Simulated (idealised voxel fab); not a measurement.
Presented below is a process module, voxel transistor to metal.
This is section cut - it's 185 nm across, gridded in 5 nm square cells.
Cross-section, as written here: a square-cell grid given band by band from the top down, where a band holds one or more rows of cells. Within each band entry, the heights of the top and of the bottom of the band appear first, in that order and in nm; the materials of the band then follow from left to right, each with its corresponding width in nm. The designation "all across" on a single material indicates that it fills the band from edge to edge; the designation "air" indicates empty space. Where do heights start? At 0: under that level the wafer as delivered is made of one material only. And the lowest band has no floor; it just carries on downward, as in "0 down". So if you see something like "30 to 40" for the width, read it as the top row of the band sitting at the first number and the bottom row at the second, with every row in between moving by the same amount as the last. It should be understood that the words "no change", when stated for a given step, signify that the cross-section underwent no change in any of its cells during that step. Under "Unvented voids" you'll find the enclosed gaps, the ones with no way out to the top, that are 8 cells or bigger; each reads width x height at distance, with distance counted from the left edge, everything in nm. Note: text after step settings on the step line = simulator remark on that step. "overlay nm" on a masked step: distance the mask lay right of its planned place, negative for left.

This section lists the process steps that were planned
1,RECEIVE (material Si)
2,CONFORMAL_DEP (material SiO2; thk nm 5)
3,CONFORMAL_DEP (material SiN; thk nm 10)
4,MASKED_ETCH (tone cover; mask id ACTIVE; width nm 105; etch materials SiN; depth nm 10; overlay nm 0)
5,MASKED_ETCH (tone cover; mask id ACTIVE; width nm 105; etch materials SiO2; depth nm 5; overlay nm 0)
6,MASKED_ETCH (tone cover; mask id ACTIVE; width nm 105; etch materials Si; depth nm 20; overlay nm 0)
7,OXIDIZE (depth nm 5)
8,FILL_DEP (material SiO2; thk nm 5)
9,CMP (height nm 15)
10,SELECTIVE_ETCH (etch materials SiO2; depth nm 10)
11,STRIP (etch materials SiN)
12,SELECTIVE_ETCH (etch materials SiO2; depth nm 5)
13,OXIDIZE (depth nm 5)
14,DIRECTIONAL_DEP (material polySi; thk nm 25)
15,DIRECTIONAL_DEP (material SiCN; thk nm 15)
16,DIRECTIONAL_DEP (material aC; thk nm 10)
17,PATTERN (tone cover; mask id GATE; material resist; width nm 15; thk nm 30; overlay nm 0)
18,DIRECTIONAL_ETCH (etch materials aC; depth nm 10)
19,STRIP (etch materials resist)
20,DIRECTIONAL_ETCH (etch materials SiCN; depth nm 25)
21,DIRECTIONAL_ETCH (etch materials polySi; depth nm 35)
22,STRIP (etch materials aC)
23,CONFORMAL_DEP (material SiO2; thk nm 5)
24,DIRECTIONAL_ETCH (etch materials SiO2; depth nm 5)
25,CONFORMAL_DEP (material SiN; thk nm 5)
26,DIRECTIONAL_ETCH (etch materials SiN; depth nm 5)
27,DIRECTIONAL_ETCH (etch materials SiO2; depth nm 5)
28,DIRECTIONAL_ETCH (etch materials Si; depth nm 5)
29,EPI (material pSi; thk nm 10)
30,FILL_DEP (material SiO2; thk nm 10)
31,CMP (height nm 40)
32,DIRECTIONAL_DEP (material SiO2; thk nm 10)
33,PATTERN (tone open; mask id CONTACT; material resist; width nm 20; pitch nm 75; thk nm 15; overlay nm 0)
34,DIRECTIONAL_ETCH (etch materials SiO2; depth nm 50)
35,STRIP (etch materials resist)
36,CONFORMAL_DEP (material TiN; thk nm 5)
37,FILL_DEP (material W; thk nm 10)
38,CMP (height nm 50)
39,DIRECTIONAL_DEP (material TiN; thk nm 5)
40,DIRECTIONAL_DEP (material Ru; thk nm 25)
41,DIRECTIONAL_DEP (material aC; thk nm 10)
42,PATTERN (tone cover; mask id METAL_1; material resist; width nm 20; pitch nm 75; thk nm 30; overlay nm 0)
43,DIRECTIONAL_ETCH (etch materials aC; depth nm 10)
44,STRIP (etch materials resist)
45,DIRECTIONAL_ETCH (etch materials Ru; depth nm 25)
46,DIRECTIONAL_ETCH (etch materials TiN; depth nm 5)
47,STRIP (etch materials aC)
48,CONFORMAL_DEP (material SiN; thk nm 5)
49,FILL_DEP (material lowk; thk nm 5)
50,CMP (height nm 80)
51,CONFORMAL_DEP (material SiCN; thk nm 5)

The first of the two wafers, which ran as planned

as received, after step 1
	0 down  Si all across
	Unvented voids: none

How the wafer stands in section after step 2
	5 to 0  SiO2 all across
	Heights below 0 show no change.

How the wafer stands in section after step 3
	15 to 5  SiN all across
	Heights below 5 show no change.

How the wafer stands in section after step 4
	15 to 5  40 nm air; 105 nm SiN; 40 nm air
	Heights below 5 show no change.

How the wafer stands in section after step 5
	15 to 5  40 nm air; 105 nm SiN; 40 nm air
	5 to 0  40 nm air; 105 nm SiO2; 40 nm air
	Heights below 0 show no change.

How the wafer stands in section after step 6
	15 to 5  40 nm air; 105 nm SiN; 40 nm air
	5 to 0  40 nm air; 105 nm SiO2; 40 nm air
	0 to -20  40 nm air; 105 nm Si; 40 nm air
	Heights below -20 show no change.

How the wafer stands in section after step 7
	15 to 5  40 nm air; 105 nm SiN; 40 nm air
	5 to 0  40 nm air; 105 nm SiO2; 40 nm air
	0 to -20  40 nm air; 5 nm SiO2; 95 nm Si; 5 nm SiO2; 40 nm air
	-20 to -25  45 nm SiO2; 95 nm Si; 45 nm SiO2
	Heights below -25 show no change.

How the wafer stands in section after step 8
	20 to 15  SiO2 all across
	15 to 5  40 nm SiO2; 105 nm SiN; 40 nm SiO2
	5 to 0  SiO2 all across
	0 to -25  45 nm SiO2; 95 nm Si; 45 nm SiO2
	Heights below -25 show no change.

How the wafer stands in section after step 9
	15 to 5  40 nm SiO2; 105 nm SiN; 40 nm SiO2
	Heights below 5 show no change.

How the wafer stands in section after step 10
	15 to 5  40 nm air; 105 nm SiN; 40 nm air
	Heights below 5 show no change.

How the wafer stands in section after step 11
	5 to 0  SiO2 all across
	Heights below 0 show no change.

How the wafer stands in section after step 12
	0 to -25  45 nm SiO2; 95 nm Si; 45 nm SiO2
	Heights below -25 show no change.

How the wafer stands in section after step 13
	0 to -5  SiO2 all across
	Heights below -5 show no change.

How the wafer stands in section after step 14
	25 to 0  polySi all across
	Heights below 0 show no change.

How the wafer stands in section after step 15
	40 to 25  SiCN all across
	Heights below 25 show no change.

How the wafer stands in section after step 16
	50 to 40  aC all across
	Heights below 40 show no change.

How the wafer stands in section after step 17
	80 to 50  85 nm air; 15 nm resist; 85 nm air
	Heights below 50 show no change.

How the wafer stands in section after step 18
	70 to 50  85 nm air; 15 nm resist; 85 nm air
	50 to 40  85 nm air; 15 nm aC; 85 nm air
	Heights below 40 show no change.

How the wafer stands in section after step 19
	50 to 40  85 nm air; 15 nm aC; 85 nm air
	Heights below 40 show no change.

How the wafer stands in section after step 20
	50 to 40  85 nm air; 15 nm aC; 85 nm air
	40 to 25  85 nm air; 15 nm SiCN; 85 nm air
	Heights below 25 show no change.

How the wafer stands in section after step 21
	50 to 40  85 nm air; 15 nm aC; 85 nm air
	40 to 25  85 nm air; 15 nm SiCN; 85 nm air
	25 to 0  85 nm air; 15 nm polySi; 85 nm air
	Heights below 0 show no change.

How the wafer stands in section after step 22
	40 to 25  85 nm air; 15 nm SiCN; 85 nm air
	Heights below 25 show no change.

How the wafer stands in section after step 23
	45 to 40  80 nm air; 25 nm SiO2; 80 nm air
	40 to 25  80 nm air; 5 nm SiO2; 15 nm SiCN; 5 nm SiO2; 80 nm air
	25 to 5  80 nm air; 5 nm SiO2; 15 nm polySi; 5 nm SiO2; 80 nm air
	5 to 0  85 nm SiO2; 15 nm polySi; 85 nm SiO2
	Heights below 0 show no change.

How the wafer stands in section after step 24
	40 to 25  80 nm air; 5 nm SiO2; 15 nm SiCN; 5 nm SiO2; 80 nm air
	25 to 0  80 nm air; 5 nm SiO2; 15 nm polySi; 5 nm SiO2; 80 nm air
	Heights below 0 show no change.

How the wafer stands in section after step 25
	45 to 40  75 nm air; 35 nm SiN; 75 nm air
	40 to 25  75 nm air; 5 nm SiN; 5 nm SiO2; 15 nm SiCN; 5 nm SiO2; 5 nm SiN; 75 nm air
	25 to 5  75 nm air; 5 nm SiN; 5 nm SiO2; 15 nm polySi; 5 nm SiO2; 5 nm SiN; 75 nm air
	5 to 0  80 nm SiN; 5 nm SiO2; 15 nm polySi; 5 nm SiO2; 80 nm SiN
	Heights below 0 show no change.

How the wafer stands in section after step 26
	40 to 25  75 nm air; 5 nm SiN; 5 nm SiO2; 15 nm SiCN; 5 nm SiO2; 5 nm SiN; 75 nm air
	25 to 0  75 nm air; 5 nm SiN; 5 nm SiO2; 15 nm polySi; 5 nm SiO2; 5 nm SiN; 75 nm air
	Heights below 0 show no change.

How the wafer stands in section after step 27
	40 to 35  75 nm air; 5 nm SiN; 5 nm air; 15 nm SiCN; 5 nm air; 5 nm SiN; 75 nm air
	35 to 25  75 nm air; 5 nm SiN; 5 nm SiO2; 15 nm SiCN; 5 nm SiO2; 5 nm SiN; 75 nm air
	25 to 0  75 nm air; 5 nm SiN; 5 nm SiO2; 15 nm polySi; 5 nm SiO2; 5 nm SiN; 75 nm air
	0 to -5  75 nm air; 35 nm SiO2; 75 nm air
	Heights below -5 show no change.

How the wafer stands in section after step 28
	40 to 35  75 nm air; 5 nm SiN; 5 nm air; 15 nm SiCN; 5 nm air; 5 nm SiN; 75 nm air
	35 to 25  75 nm air; 5 nm SiN; 5 nm SiO2; 15 nm SiCN; 5 nm SiO2; 5 nm SiN; 75 nm air
	25 to 0  75 nm air; 5 nm SiN; 5 nm SiO2; 15 nm polySi; 5 nm SiO2; 5 nm SiN; 75 nm air
	0 to -5  75 nm air; 35 nm SiO2; 75 nm air
	-5 to -10  45 nm SiO2; 30 nm air; 35 nm Si; 30 nm air; 45 nm SiO2
	Heights below -10 show no change.

How the wafer stands in section after step 29
	40 to 35  75 nm air; 5 nm SiN; 5 nm air; 15 nm SiCN; 5 nm air; 5 nm SiN; 75 nm air
	35 to 25  75 nm air; 5 nm SiN; 5 nm SiO2; 15 nm SiCN; 5 nm SiO2; 5 nm SiN; 75 nm air
	25 to 5  75 nm air; 5 nm SiN; 5 nm SiO2; 15 nm polySi; 5 nm SiO2; 5 nm SiN; 75 nm air
	5 to 0  65 nm air; 10 nm pSi; 5 nm SiN; 5 nm SiO2; 15 nm polySi; 5 nm SiO2; 5 nm SiN; 10 nm pSi; 65 nm air
	0 to -5  40 nm air; 35 nm pSi; 35 nm SiO2; 35 nm pSi; 40 nm air
	-5 to -10  45 nm SiO2; 30 nm pSi; 35 nm Si; 30 nm pSi; 45 nm SiO2
	Heights below -10 show no change.

How the wafer stands in section after step 30
	50 to 40  SiO2 all across
	40 to 25  75 nm SiO2; 5 nm SiN; 5 nm SiO2; 15 nm SiCN; 5 nm SiO2; 5 nm SiN; 75 nm SiO2
	25 to 5  75 nm SiO2; 5 nm SiN; 5 nm SiO2; 15 nm polySi; 5 nm SiO2; 5 nm SiN; 75 nm SiO2
	5 to 0  65 nm SiO2; 10 nm pSi; 5 nm SiN; 5 nm SiO2; 15 nm polySi; 5 nm SiO2; 5 nm SiN; 10 nm pSi; 65 nm SiO2
	0 to -5  40 nm SiO2; 35 nm pSi; 35 nm SiO2; 35 nm pSi; 40 nm SiO2
	Heights below -5 show no change.

How the wafer stands in section after step 31
	40 to 25  75 nm SiO2; 5 nm SiN; 5 nm SiO2; 15 nm SiCN; 5 nm SiO2; 5 nm SiN; 75 nm SiO2
	Heights below 25 show no change.

How the wafer stands in section after step 32
	50 to 40  SiO2 all across
	Heights below 40 show no change.

How the wafer stands in section after step 33
	65 to 50  45 nm resist; 20 nm air; 55 nm resist; 20 nm air; 45 nm resist
	Heights below 50 show no change.

How the wafer stands in section after step 34
	65 to 50  45 nm resist; 20 nm air; 55 nm resist; 20 nm air; 45 nm resist
	50 to 40  45 nm SiO2; 20 nm air; 55 nm SiO2; 20 nm air; 45 nm SiO2
	40 to 25  45 nm SiO2; 20 nm air; 10 nm SiO2; 5 nm SiN; 5 nm SiO2; 15 nm SiCN; 5 nm SiO2; 5 nm SiN; 10 nm SiO2; 20 nm air; 45 nm SiO2
	25 to 5  45 nm SiO2; 20 nm air; 10 nm SiO2; 5 nm SiN; 5 nm SiO2; 15 nm polySi; 5 nm SiO2; 5 nm SiN; 10 nm SiO2; 20 nm air; 45 nm SiO2
	5 to 0  45 nm SiO2; 20 nm air; 10 nm pSi; 5 nm SiN; 5 nm SiO2; 15 nm polySi; 5 nm SiO2; 5 nm SiN; 10 nm pSi; 20 nm air; 45 nm SiO2
	Heights below 0 show no change.

How the wafer stands in section after step 35
	50 to 40  45 nm SiO2; 20 nm air; 55 nm SiO2; 20 nm air; 45 nm SiO2
	Heights below 40 show no change.

How the wafer stands in section after step 36
	55 to 50  50 nm TiN; 10 nm air; 65 nm TiN; 10 nm air; 50 nm TiN
	50 to 40  45 nm SiO2; 5 nm TiN; 10 nm air; 5 nm TiN; 55 nm SiO2; 5 nm TiN; 10 nm air; 5 nm TiN; 45 nm SiO2
	40 to 25  45 nm SiO2; 5 nm TiN; 10 nm air; 5 nm TiN; 10 nm SiO2; 5 nm SiN; 5 nm SiO2; 15 nm SiCN; 5 nm SiO2; 5 nm SiN; 10 nm SiO2; 5 nm TiN; 10 nm air; 5 nm TiN; 45 nm SiO2
	25 to 5  45 nm SiO2; 5 nm TiN; 10 nm air; 5 nm TiN; 10 nm SiO2; 5 nm SiN; 5 nm SiO2; 15 nm polySi; 5 nm SiO2; 5 nm SiN; 10 nm SiO2; 5 nm TiN; 10 nm air; 5 nm TiN; 45 nm SiO2
	5 to 0  45 nm SiO2; 20 nm TiN; 10 nm pSi; 5 nm SiN; 5 nm SiO2; 15 nm polySi; 5 nm SiO2; 5 nm SiN; 10 nm pSi; 20 nm TiN; 45 nm SiO2
	Heights below 0 show no change.

How the wafer stands in section after step 37
	65 to 55  W all across
	55 to 50  50 nm TiN; 10 nm W; 65 nm TiN; 10 nm W; 50 nm TiN
	50 to 40  45 nm SiO2; 5 nm TiN; 10 nm W; 5 nm TiN; 55 nm SiO2; 5 nm TiN; 10 nm W; 5 nm TiN; 45 nm SiO2
	40 to 25  45 nm SiO2; 5 nm TiN; 10 nm W; 5 nm TiN; 10 nm SiO2; 5 nm SiN; 5 nm SiO2; 15 nm SiCN; 5 nm SiO2; 5 nm SiN; 10 nm SiO2; 5 nm TiN; 10 nm W; 5 nm TiN; 45 nm SiO2
	25 to 5  45 nm SiO2; 5 nm TiN; 10 nm W; 5 nm TiN; 10 nm SiO2; 5 nm SiN; 5 nm SiO2; 15 nm polySi; 5 nm SiO2; 5 nm SiN; 10 nm SiO2; 5 nm TiN; 10 nm W; 5 nm TiN; 45 nm SiO2
	Heights below 5 show no change.

How the wafer stands in section after step 38
	50 to 40  45 nm SiO2; 5 nm TiN; 10 nm W; 5 nm TiN; 55 nm SiO2; 5 nm TiN; 10 nm W; 5 nm TiN; 45 nm SiO2
	Heights below 40 show no change.

How the wafer stands in section after step 39
	55 to 50  TiN all across
	Heights below 50 show no change.

How the wafer stands in section after step 40
	80 to 55  Ru all across
	Heights below 55 show no change.

How the wafer stands in section after step 41
	90 to 80  aC all across
	Heights below 80 show no change.

How the wafer stands in section after step 42
	120 to 90  45 nm air; 20 nm resist; 55 nm air; 20 nm resist; 45 nm air
	Heights below 90 show no change.

How the wafer stands in section after step 43
	110 to 90  45 nm air; 20 nm resist; 55 nm air; 20 nm resist; 45 nm air
	90 to 80  45 nm air; 20 nm aC; 55 nm air; 20 nm aC; 45 nm air
	Heights below 80 show no change.

How the wafer stands in section after step 44
	90 to 80  45 nm air; 20 nm aC; 55 nm air; 20 nm aC; 45 nm air
	Heights below 80 show no change.

How the wafer stands in section after step 45
	90 to 80  45 nm air; 20 nm aC; 55 nm air; 20 nm aC; 45 nm air
	80 to 55  45 nm air; 20 nm Ru; 55 nm air; 20 nm Ru; 45 nm air
	Heights below 55 show no change.

How the wafer stands in section after step 46
	90 to 80  45 nm air; 20 nm aC; 55 nm air; 20 nm aC; 45 nm air
	80 to 55  45 nm air; 20 nm Ru; 55 nm air; 20 nm Ru; 45 nm air
	55 to 50  45 nm air; 20 nm TiN; 55 nm air; 20 nm TiN; 45 nm air
	Heights below 50 show no change.

How the wafer stands in section after step 47
	80 to 55  45 nm air; 20 nm Ru; 55 nm air; 20 nm Ru; 45 nm air
	Heights below 55 show no change.

How the wafer stands in section after step 48
	85 to 80  40 nm air; 30 nm SiN; 45 nm air; 30 nm SiN; 40 nm air
	80 to 55  40 nm air; 5 nm SiN; 20 nm Ru; 5 nm SiN; 45 nm air; 5 nm SiN; 20 nm Ru; 5 nm SiN; 40 nm air
	55 to 50  45 nm SiN; 20 nm TiN; 55 nm SiN; 20 nm TiN; 45 nm SiN
	Heights below 50 show no change.

How the wafer stands in section after step 49
	90 to 85  lowk all across
	85 to 80  40 nm lowk; 30 nm SiN; 45 nm lowk; 30 nm SiN; 40 nm lowk
	80 to 55  40 nm lowk; 5 nm SiN; 20 nm Ru; 5 nm SiN; 45 nm lowk; 5 nm SiN; 20 nm Ru; 5 nm SiN; 40 nm lowk
	Heights below 55 show no change.

How the wafer stands in section after step 50
	80 to 55  40 nm lowk; 5 nm SiN; 20 nm Ru; 5 nm SiN; 45 nm lowk; 5 nm SiN; 20 nm Ru; 5 nm SiN; 40 nm lowk
	Heights below 55 show no change.

How the wafer stands in section after step 51
	85 to 80  SiCN all across
	Heights below 80 show no change.

Wafer two. Same start, same plan, one slip in execution. Same as wafer one through step 14, inclusive

Second wafer cross-section, taken as of the time the plan sets for step 15 to be done
	55 to 25  SiCN all across
	Heights below 25 show no change.

Second wafer cross-section, taken as of the time the plan sets for step 16 to be done
	65 to 55  aC all across
	Heights below 55 show no change.

Second wafer cross-section, taken as of the time the plan sets for step 17 to be done
	95 to 65  85 nm air; 15 nm resist; 85 nm air
	Heights below 65 show no change.

Second wafer cross-section, taken as of the time the plan sets for step 18 to be done
	85 to 65  85 nm air; 15 nm resist; 85 nm air
	65 to 55  85 nm air; 15 nm aC; 85 nm air
	Heights below 55 show no change.

Second wafer cross-section, taken as of the time the plan sets for step 19 to be done
	65 to 55  85 nm air; 15 nm aC; 85 nm air
	Heights below 55 show no change.

Second wafer cross-section, taken as of the time the plan sets for step 20 to be done
	65 to 55  85 nm air; 15 nm aC; 85 nm air
	55 to 30  85 nm air; 15 nm SiCN; 85 nm air
	Heights below 30 show no change.

Second wafer cross-section, taken as of the time the plan sets for step 21 to be done: no change

Second wafer cross-section, taken as of the time the plan sets for step 22 to be done
	55 to 30  85 nm air; 15 nm SiCN; 85 nm air
	Heights below 30 show no change.

Second wafer cross-section, taken as of the time the plan sets for step 23 to be done
	60 to 55  80 nm air; 25 nm SiO2; 80 nm air
	55 to 35  80 nm air; 5 nm SiO2; 15 nm SiCN; 5 nm SiO2; 80 nm air
	35 to 30  85 nm SiO2; 15 nm SiCN; 85 nm SiO2
	Heights below 30 show no change.

Second wafer cross-section, taken as of the time the plan sets for step 24 to be done
	55 to 30  80 nm air; 5 nm SiO2; 15 nm SiCN; 5 nm SiO2; 80 nm air
	Heights below 30 show no change.

Second wafer cross-section, taken as of the time the plan sets for step 25 to be done
	60 to 55  75 nm air; 35 nm SiN; 75 nm air
	55 to 35  75 nm air; 5 nm SiN; 5 nm SiO2; 15 nm SiCN; 5 nm SiO2; 5 nm SiN; 75 nm air
	35 to 30  80 nm SiN; 5 nm SiO2; 15 nm SiCN; 5 nm SiO2; 80 nm SiN
	Heights below 30 show no change.

Second wafer cross-section, taken as of the time the plan sets for step 26 to be done
	55 to 30  75 nm air; 5 nm SiN; 5 nm SiO2; 15 nm SiCN; 5 nm SiO2; 5 nm SiN; 75 nm air
	Heights below 30 show no change.

Second wafer cross-section, taken as of the time the plan sets for step 27 to be done
	55 to 50  75 nm air; 5 nm SiN; 5 nm air; 15 nm SiCN; 5 nm air; 5 nm SiN; 75 nm air
	Heights below 50 show no change.

Second wafer cross-section, taken as of the time the plan sets for step 28 to be done: no change

Second wafer cross-section, taken as of the time the plan sets for step 29 to be done: no change

Second wafer cross-section, taken as of the time the plan sets for step 30 to be done
	65 to 55  SiO2 all across
	55 to 30  75 nm SiO2; 5 nm SiN; 5 nm SiO2; 15 nm SiCN; 5 nm SiO2; 5 nm SiN; 75 nm SiO2
	Heights below 30 show no change.

Second wafer cross-section, taken as of the time the plan sets for step 31 to be done
	40 to 30  75 nm SiO2; 5 nm SiN; 5 nm SiO2; 15 nm SiCN; 5 nm SiO2; 5 nm SiN; 75 nm SiO2
	Heights below 30 show no change.

Second wafer cross-section, taken as of the time the plan sets for step 32 to be done
	50 to 40  SiO2 all across
	Heights below 40 show no change.

Second wafer cross-section, taken as of the time the plan sets for step 33 to be done
	65 to 50  45 nm resist; 20 nm air; 55 nm resist; 20 nm air; 45 nm resist
	Heights below 50 show no change.

Second wafer cross-section, taken as of the time the plan sets for step 34 to be done
	65 to 50  45 nm resist; 20 nm air; 55 nm resist; 20 nm air; 45 nm resist
	50 to 40  45 nm SiO2; 20 nm air; 55 nm SiO2; 20 nm air; 45 nm SiO2
	40 to 30  45 nm SiO2; 20 nm air; 10 nm SiO2; 5 nm SiN; 5 nm SiO2; 15 nm SiCN; 5 nm SiO2; 5 nm SiN; 10 nm SiO2; 20 nm air; 45 nm SiO2
	Heights below 30 show no change.

Second wafer cross-section, taken as of the time the plan sets for step 35 to be done
	50 to 40  45 nm SiO2; 20 nm air; 55 nm SiO2; 20 nm air; 45 nm SiO2
	Heights below 40 show no change.

Second wafer cross-section, taken as of the time the plan sets for step 36 to be done
	55 to 50  50 nm TiN; 10 nm air; 65 nm TiN; 10 nm air; 50 nm TiN
	50 to 40  45 nm SiO2; 5 nm TiN; 10 nm air; 5 nm TiN; 55 nm SiO2; 5 nm TiN; 10 nm air; 5 nm TiN; 45 nm SiO2
	40 to 35  45 nm SiO2; 5 nm TiN; 10 nm air; 5 nm TiN; 10 nm SiO2; 5 nm SiN; 5 nm SiO2; 15 nm SiCN; 5 nm SiO2; 5 nm SiN; 10 nm SiO2; 5 nm TiN; 10 nm air; 5 nm TiN; 45 nm SiO2
	35 to 30  45 nm SiO2; 20 nm TiN; 10 nm SiO2; 5 nm SiN; 5 nm SiO2; 15 nm SiCN; 5 nm SiO2; 5 nm SiN; 10 nm SiO2; 20 nm TiN; 45 nm SiO2
	Heights below 30 show no change.

Second wafer cross-section, taken as of the time the plan sets for step 37 to be done
	65 to 55  W all across
	55 to 50  50 nm TiN; 10 nm W; 65 nm TiN; 10 nm W; 50 nm TiN
	50 to 40  45 nm SiO2; 5 nm TiN; 10 nm W; 5 nm TiN; 55 nm SiO2; 5 nm TiN; 10 nm W; 5 nm TiN; 45 nm SiO2
	40 to 35  45 nm SiO2; 5 nm TiN; 10 nm W; 5 nm TiN; 10 nm SiO2; 5 nm SiN; 5 nm SiO2; 15 nm SiCN; 5 nm SiO2; 5 nm SiN; 10 nm SiO2; 5 nm TiN; 10 nm W; 5 nm TiN; 45 nm SiO2
	Heights below 35 show no change.

Second wafer cross-section, taken as of the time the plan sets for step 38 to be done
	50 to 40  45 nm SiO2; 5 nm TiN; 10 nm W; 5 nm TiN; 55 nm SiO2; 5 nm TiN; 10 nm W; 5 nm TiN; 45 nm SiO2
	Heights below 40 show no change.

Second wafer cross-section, taken as of the time the plan sets for step 39 to be done
	55 to 50  TiN all across
	Heights below 50 show no change.

Second wafer cross-section, taken as of the time the plan sets for step 40 to be done
	80 to 55  Ru all across
	Heights below 55 show no change.

Second wafer cross-section, taken as of the time the plan sets for step 41 to be done
	90 to 80  aC all across
	Heights below 80 show no change.

Second wafer cross-section, taken as of the time the plan sets for step 42 to be done
	120 to 90  45 nm air; 20 nm resist; 55 nm air; 20 nm resist; 45 nm air
	Heights below 90 show no change.

Second wafer cross-section, taken as of the time the plan sets for step 43 to be done
	110 to 90  45 nm air; 20 nm resist; 55 nm air; 20 nm resist; 45 nm air
	90 to 80  45 nm air; 20 nm aC; 55 nm air; 20 nm aC; 45 nm air
	Heights below 80 show no change.

Second wafer cross-section, taken as of the time the plan sets for step 44 to be done
	90 to 80  45 nm air; 20 nm aC; 55 nm air; 20 nm aC; 45 nm air
	Heights below 80 show no change.

Second wafer cross-section, taken as of the time the plan sets for step 45 to be done
	90 to 80  45 nm air; 20 nm aC; 55 nm air; 20 nm aC; 45 nm air
	80 to 55  45 nm air; 20 nm Ru; 55 nm air; 20 nm Ru; 45 nm air
	Heights below 55 show no change.

Second wafer cross-section, taken as of the time the plan sets for step 46 to be done
	90 to 80  45 nm air; 20 nm aC; 55 nm air; 20 nm aC; 45 nm air
	80 to 55  45 nm air; 20 nm Ru; 55 nm air; 20 nm Ru; 45 nm air
	55 to 50  45 nm air; 20 nm TiN; 55 nm air; 20 nm TiN; 45 nm air
	Heights below 50 show no change.

Second wafer cross-section, taken as of the time the plan sets for step 47 to be done
	80 to 55  45 nm air; 20 nm Ru; 55 nm air; 20 nm Ru; 45 nm air
	Heights below 55 show no change.

Second wafer cross-section, taken as of the time the plan sets for step 48 to be done
	85 to 80  40 nm air; 30 nm SiN; 45 nm air; 30 nm SiN; 40 nm air
	80 to 55  40 nm air; 5 nm SiN; 20 nm Ru; 5 nm SiN; 45 nm air; 5 nm SiN; 20 nm Ru; 5 nm SiN; 40 nm air
	55 to 50  45 nm SiN; 20 nm TiN; 55 nm SiN; 20 nm TiN; 45 nm SiN
	Heights below 50 show no change.

Second wafer cross-section, taken as of the time the plan sets for step 49 to be done
	90 to 85  lowk all across
	85 to 80  40 nm lowk; 30 nm SiN; 45 nm lowk; 30 nm SiN; 40 nm lowk
	80 to 55  40 nm lowk; 5 nm SiN; 20 nm Ru; 5 nm SiN; 45 nm lowk; 5 nm SiN; 20 nm Ru; 5 nm SiN; 40 nm lowk
	Heights below 55 show no change.

Second wafer cross-section, taken as of the time the plan sets for step 50 to be done
	80 to 55  40 nm lowk; 5 nm SiN; 20 nm Ru; 5 nm SiN; 45 nm lowk; 5 nm SiN; 20 nm Ru; 5 nm SiN; 40 nm lowk
	Heights below 55 show no change.

Second wafer cross-section, taken as of the time the plan sets for step 51 to be done
	85 to 80  SiCN all across
	Heights below 80 show no change.
What went wrong in running the wafer? regarding the plan, step 15 was run twice
Cell-count delta at end, second wafer over first, by material: Si: 12 more, SiCN: 34 more, SiN: 12 fewer, SiO2: 126 fewer, TiN: 24 fewer, W: 24 fewer, pSi: 30 fewer, polySi: 170 more
